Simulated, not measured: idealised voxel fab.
process module | voxel spacer lines
cross-section cut | 240 nm wide | cells 5 nm
A cross-section is a grid of square cells, given in bands from the top down. A band is one or more rows of cells.
Each band's line starts with the height of the band's top and of its bottom, in nm. Then come its materials from left to right, each with its width in nm. One material with "throughout" fills the band from edge to edge. "air" is empty space.
Height 0 is the level under which the wafer as received is all one material. The lowest band goes on downwards, as in "0 down".
A width such as "30 to 40" changes by the same amount from each row of cells to the next, from the band's top row to its bottom row.
"no change" after a step means that no cell of the cross-section changed.
closed voids: empty space of 8 cells or more with no open way to the top, each as width x height at its distance from the left edge, in nm
after a step's settings: what the simulator itself notes on the step
overlay nm, on a step with a mask: how far to the right of its planned place the mask lay; to the left if negative
plan
1 op RECEIVE | material Si
2 op CONFORMAL_DEP | material SiO2 | thk nm 5
3 op DIRECTIONAL_DEP | material TiN | thk nm 20
4 op DIRECTIONAL_DEP | material aC | thk nm 20
5 op PATTERN | tone cover | mask id MANDREL | material resist | width nm 20 | pitch nm 70 | thk nm 30 | overlay nm 0
6 op DIRECTIONAL_ETCH | etch materials aC | depth nm 20
7 op STRIP | etch materials resist
8 op CONFORMAL_DEP | material SiN | thk nm 15
9 op DIRECTIONAL_ETCH | etch materials SiN | depth nm 15
10 op STRIP | etch materials aC
11 op DIRECTIONAL_ETCH | etch materials TiN | depth nm 20
12 op STRIP | etch materials SiN
13 op FILL_DEP | material SiO2 | thk nm 5
14 op CMP | height nm 25
first wafer, as planned
as received, after step 1
  0 down: Si throughout
  closed voids: none
after step 2
  5 to 0: SiO2 throughout
  below 0: unchanged
after step 3
  25 to 5: TiN throughout
  below 5: unchanged
after step 4
  45 to 25: aC throughout
  below 25: unchanged
after step 5
  75 to 45: air 75 | resist 20 | air 50 | resist 20 | air 75
  below 45: unchanged
after step 6
  55 to 45: air 75 | resist 20 | air 50 | resist 20 | air 75
  45 to 25: air 75 | aC 20 | air 50 | aC 20 | air 75
  below 25: unchanged
after step 7
  45 to 25: air 75 | aC 20 | air 50 | aC 20 | air 75
  below 25: unchanged
after step 8
  60 to 45: air 60 | SiN 50 | air 20 | SiN 50 | air 60
  45 to 40: air 60 | SiN 15 | aC 20 | SiN 15 | air 20 | SiN 15 | aC 20 | SiN 15 | air 60
  40 to 25: SiN 75 | aC 20 | SiN 50 | aC 20 | SiN 75
  below 25: unchanged
after step 9
  45 to 25: air 60 | SiN 15 | aC 20 | SiN 15 | air 20 | SiN 15 | aC 20 | SiN 15 | air 60
  below 25: unchanged
after step 10
  45 to 25: air 60 | SiN 15 | air 20 | SiN 15 | air 20 | SiN 15 | air 20 | SiN 15 | air 60
  below 25: unchanged
after step 11
  45 to 25: air 60 | SiN 15 | air 20 | SiN 15 | air 20 | SiN 15 | air 20 | SiN 15 | air 60
  25 to 5: air 60 | TiN 15 | air 20 | TiN 15 | air 20 | TiN 15 | air 20 | TiN 15 | air 60
  below 5: unchanged
after step 12
  25 to 5: air 60 | TiN 15 | air 20 | TiN 15 | air 20 | TiN 15 | air 20 | TiN 15 | air 60
  below 5: unchanged
after step 13
  30 to 25: SiO2 throughout
  25 to 5: SiO2 60 | TiN 15 | SiO2 20 | TiN 15 | SiO2 20 | TiN 15 | SiO2 20 | TiN 15 | SiO2 60
  below 5: unchanged
after step 14
  25 to 5: SiO2 60 | TiN 15 | SiO2 20 | TiN 15 | SiO2 20 | TiN 15 | SiO2 20 | TiN 15 | SiO2 60
  below 5: unchanged
second wafer: like start, like plan, one mistake. Through step 8 it matches the first wafer
when step 9 should have ended
  45 to 30: air 75 | aC 20 | air 50 | aC 20 | air 75
  30 to 25: air 60 | SiN 15 | aC 20 | SiN 15 | air 20 | SiN 15 | aC 20 | SiN 15 | air 60
  below 25: unchanged
when step 10 should have ended
  30 to 25: air 60 | SiN 15 | air 20 | SiN 15 | air 20 | SiN 15 | air 20 | SiN 15 | air 60
  below 25: unchanged
when step 11 should have ended
  30 to 25: air 60 | SiN 15 | air 20 | SiN 15 | air 20 | SiN 15 | air 20 | SiN 15 | air 60
  25 to 5: air 60 | TiN 15 | air 20 | TiN 15 | air 20 | TiN 15 | air 20 | TiN 15 | air 60
  below 5: unchanged
when step 12 should have ended
  25 to 5: air 60 | TiN 15 | air 20 | TiN 15 | air 20 | TiN 15 | air 20 | TiN 15 | air 60
  below 5: unchanged
when step 13 should have ended
  30 to 25: SiO2 throughout
  25 to 5: SiO2 60 | TiN 15 | SiO2 20 | TiN 15 | SiO2 20 | TiN 15 | SiO2 20 | TiN 15 | SiO2 60
  below 5: unchanged
when step 14 should have ended
  25 to 5: SiO2 60 | TiN 15 | SiO2 20 | TiN 15 | SiO2 20 | TiN 15 | SiO2 20 | TiN 15 | SiO2 60
  below 5: unchanged
what went wrong: step 9 was run twice
at the end the two cross-sections are the same: no effect in what this model computes
